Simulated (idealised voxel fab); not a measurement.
Title: Process Module voxel tone inversion
Each square cell in cross-section cut measures 5 nm, and the section as a whole is 175 nm wide.
The cross-sections in this document take the form of a grid made of square cells. They are written out as bands, in order from top to bottom. Each band consists of one or more rows of cells. This entry defines a band. It first specifies the height of the band's top and the height of its bottom in nm, and then specifies the band's materials from left to right, stating each material with its width in nm. The word "full width" identifies a single material that fills the band from edge to edge, while the word "empty" identifies empty space. Zero point of the height axis is 0; under it, received wafer = one material. Lowest band: continues down indefinitely, "0 -> down". Graded width ("30..40"): value in top row of band = first number; value in bottom row = second number; row-to-row change constant. Basically "no alterations made" means that step didn't change any cell in the cross-section. "Closed void roster" specifies each empty space that is not open to the top and that occupies no fewer than 8 cells, using the form width x height at distance, the distance measured from the left edge and all three quantities in nm. Past the settings on a step's line: simulator remark, on that step. Among the settings permitted on a step's line is "overlay nm"; applied to a step with a mask, it specifies the extent to which the mask lay to the right of its planned position, whereas a negative figure signifies a position to the left.
These are the steps we planned for the process:
1 op RECEIVE | material Si
2 op CONFORMAL_DEP | material SiCN | thk nm 5
3 op DIRECTIONAL_DEP | material aC | thk nm 25
4 op PATTERN | tone cover | mask id POSTS | material resist | width nm 15 | pitch nm 40 | thk nm 30 | overlay nm 0
5 op DIRECTIONAL_ETCH | etch materials aC | depth nm 25
6 op STRIP | etch materials resist
7 op FILL_DEP | material lowk | thk nm 5
8 op CMP | height nm 30
9 op STRIP | etch materials aC
Variable across wafers: step 4 width nm (plan value is that of the first wafer; starting state common to all).
As-received cross-section, first of several wafers, post step 1:
* 0 -> down = Si full width
* Closed void roster: none
The first of several wafers, seen in cross-section after the module's last step, step 9:
* 30 -> 5 = lowk 60, empty 15, lowk 25, empty 15, lowk 60
* 5 -> 0 = SiCN full width
* 0 -> down = Si full width
* Closed void roster: none
A cross-section through the last wafer at the close of the module:
* 30 -> 5 = lowk 55, empty 25, lowk 15, empty 25, lowk 55
* 5 -> 0 = SiCN full width
* 0 -> down = Si full width
* Closed void roster: none
Rows = wafers. At module end, each row lists per material the cells gained (+) or lost (-) since the wafer was received, then the closed voids:
width nm 15, +35 SiCN, +145 lowk, Closed void roster: none
width nm 20, +35 SiCN, +135 lowk, Closed void roster: none
width nm 25, +35 SiCN, +125 lowk, Closed void roster: none
